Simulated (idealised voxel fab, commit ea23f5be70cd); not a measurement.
process module | voxel released beams
cross-section cut | 265 nm wide | cells 5 nm
A cross-section is a grid of square cells, given in bands from the top down. A band is one or more rows of cells.
Each band's line starts with the height of the band's top and of its bottom, in nm. Then come its materials from left to right, each with its width in nm. One material with "throughout" fills the band from edge to edge. "air" is empty space.
Height 0 is the level under which the wafer as received is all one material. The lowest band goes on downwards, as in "0 down".
A width such as "30 to 40" changes by the same amount from each row of cells to the next, from the band's top row to its bottom row.
"no change" after a step means that no cell of the cross-section changed.
closed voids: empty space of 8 cells or more with no open way to the top, each as width x height at its distance from the left edge, in nm
after a step's settings: what the simulator itself notes on the step
overlay nm, on a step with a mask: how far to the right of its planned place the mask lay; to the left if negative
plan
1 op RECEIVE | material Si
2 op CONFORMAL_DEP | material SiN | thk nm 5
3 op DIRECTIONAL_DEP | material SiO2 | thk nm 20
4 op DIRECTIONAL_DEP | material aC | thk nm 15
5 op PATTERN | tone open | mask id ANCHOR | material resist | width nm 45 | thk nm 35 | overlay nm 0
6 op DIRECTIONAL_ETCH | etch materials aC | depth nm 15
7 op STRIP | etch materials resist
8 op DIRECTIONAL_ETCH | etch materials SiO2 | depth nm 20
9 op STRIP | etch materials aC
10 op CONFORMAL_DEP | material W | thk nm 15
11 op DIRECTIONAL_DEP | material aC | thk nm 10
12 op PATTERN | tone cover | mask id BEAM | material resist | width nm 95 | thk nm 30 | overlay nm 0
13 op DIRECTIONAL_ETCH | etch materials aC | depth nm 10
14 op STRIP | etch materials resist
15 op DIRECTIONAL_ETCH | etch materials W | depth nm 15
16 op STRIP | etch materials aC
17 op STRIP | etch materials SiO2
as received, after step 1
  0 down: Si throughout
  closed voids: none
a wafer at the end: this start, this plan, one mistake
  40 to 25: air 90 | W 10 | air 15 | W 70 | air 80
  25 to 20: air 85 | W 15 | air 15 | W 15 | air 135
  20 to 5: air 85 | W 45 | air 135
  5 to 0: SiN throughout
  0 down: Si throughout
  closed voids: none
what went wrong: step 12 ran as: op PATTERN | tone cover | mask id BEAM | material resist | width nm 95 | thk nm 30 | overlay nm 10
